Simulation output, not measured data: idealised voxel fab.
Presented below is a process module, voxel self aligned contacts.
cross-section cut | 255 nm wide | cells 5 nm
When this document writes out a cross-section, it uses a grid of square cells and lists it as bands, beginning at the top and moving down, with a band standing for one or more rows of cells.
In this notation a band is specified by the heights of its top and bottom, in that order and in nm, after which its materials appear from left to right, each paired with its width in nm. The word "edge to edge" attached to a single material means that material fills the band from edge to edge; the word "blank" stands for empty space.
Height 0 is the level under which the wafer as received is all one material. The lowest band goes on downwards, as in "0 -> down".
Quick explanation for "30 to 40": the width changes in equal steps down the rows of cells, from the first number in the band's top row to the second number in its bottom row.
Key: "all unchanged" - step with no changed cell in the cross-section.
"closed voids" specifies each empty space that is not open to the top and that occupies no fewer than 8 cells, using the form width x height at distance, the distance measured from the left edge and all three quantities in nm.
That trailing text on a step's line, after the settings, is the simulator's own remark on the step.
overlay nm: right-of-plan distance of the mask on a masked step; negative values mean left-of-plan.
THE PROCESS STEPS THAT WERE PLANNED ARE LISTED BELOW
1. RECEIVE with material Si
2. CONFORMAL_DEP with material SiO2, thk nm 5
3. DIRECTIONAL_DEP with material polySi, thk nm 25
4. DIRECTIONAL_DEP with material SiN, thk nm 25
5. PATTERN with tone cover, mask id GATE, material resist, width nm 35, pitch nm 75, thk nm 15, overlay nm 0
6. DIRECTIONAL_ETCH with etch materials SiN, depth nm 25
7. DIRECTIONAL_ETCH with etch materials polySi, depth nm 25
8. STRIP with etch materials resist
9. CONFORMAL_DEP with material SiN, thk nm 10
10. DIRECTIONAL_ETCH with etch materials SiN, depth nm 10
11. FILL_DEP with material SiO2, thk nm 15
12. CMP with height nm 65
13. MASKED_ETCH with tone open, mask id CONTACT, width nm 50, pitch nm 75, etch materials SiO2, depth nm 65, overlay nm 0
14. CONFORMAL_DEP with material TiN, thk nm 5
15. FILL_DEP with material Ru, thk nm 10
16. CMP with height nm 65
17. CONFORMAL_DEP with material SiN, thk nm 5
HERE'S WHAT THE WAFER LOOKED LIKE IN CROSS-SECTION WHEN IT ARRIVED - THAT'S AFTER STEP 1
    0 -> down: Si edge to edge
    closed voids: none
THE FIRST OF TWO WAFERS, CROSS-SECTIONED AT THE END OF THE MODULE, WITH THE RUN PROCEEDING AS PLANNED
    70 -> 65: SiN edge to edge
    65 -> 55: 65 of SiO2 / 5 to 20 of TiN / 40 to 10 of Ru / 5 to 20 of TiN / 25 of SiO2 / 5 to 20 of TiN / 40 to 10 of Ru / 5 to 20 of TiN / 65 of SiO2
    55 -> 30: 25 of SiO2 / 55 of SiN / 5 of TiN / 10 of Ru / 5 of TiN / 55 of SiN / 5 of TiN / 10 of Ru / 5 of TiN / 55 of SiN / 25 of SiO2
    30 -> 5: 25 of SiO2 / 10 of SiN / 35 of polySi / 10 of SiN / 5 of TiN / 10 of Ru / 5 of TiN / 10 of SiN / 35 of polySi / 10 of SiN / 5 of TiN / 10 of Ru / 5 of TiN / 10 of SiN / 35 of polySi / 10 of SiN / 25 of SiO2
    5 -> 0: 80 of SiO2 / 20 of TiN / 55 of SiO2 / 20 of TiN / 80 of SiO2
    0 -> down: Si edge to edge
    closed voids: none
HERE IS THE SECOND OF THE TWO WAFERS CUT OPEN AT THE END OF THE MODULE - SAME START, SAME PLAN AS THE FIRST ONE, BUT WE MADE ONE MISTAKE RUNNING IT
    70 -> 65: SiN edge to edge
    65 -> 55: 65 of SiO2 / 5 to 20 of TiN / 40 to 15 of Ru / 5 to 15 of TiN / 25 of SiO2 / 5 to 20 of TiN / 40 to 15 of Ru / 5 to 15 of TiN / 65 of SiO2
    55 -> 30: 30 of SiO2 / 50 of SiN / 5 of TiN / 15 of Ru / 5 of TiN / 50 of SiN / 5 of TiN / 15 of Ru / 5 of TiN / 50 of SiN / 25 of SiO2
    30 -> 5: 30 of SiO2 / 10 of SiN / 30 of polySi / 10 of SiN / 5 of TiN / 15 of Ru / 5 of TiN / 10 of SiN / 30 of polySi / 10 of SiN / 5 of TiN / 15 of Ru / 5 of TiN / 10 of SiN / 30 of polySi / 10 of SiN / 25 of SiO2
    5 -> 0: 80 of SiO2 / 25 of TiN / 50 of SiO2 / 25 of TiN / 75 of SiO2
    0 -> down: Si edge to edge
    closed voids: none
What was the processing mistake? step 5 did not use the planned setting and instead ran as PATTERN with tone cover, mask id GATE, material resist, width nm 30, pitch nm 75, thk nm 15, overlay nm 0
Upon completion, the second wafer contains, in terms of cells, a greater or smaller amount of certain materials than the first wafer: 22 more of Ru; 15 fewer of SiN; 8 more of SiO2; 15 fewer of polySi
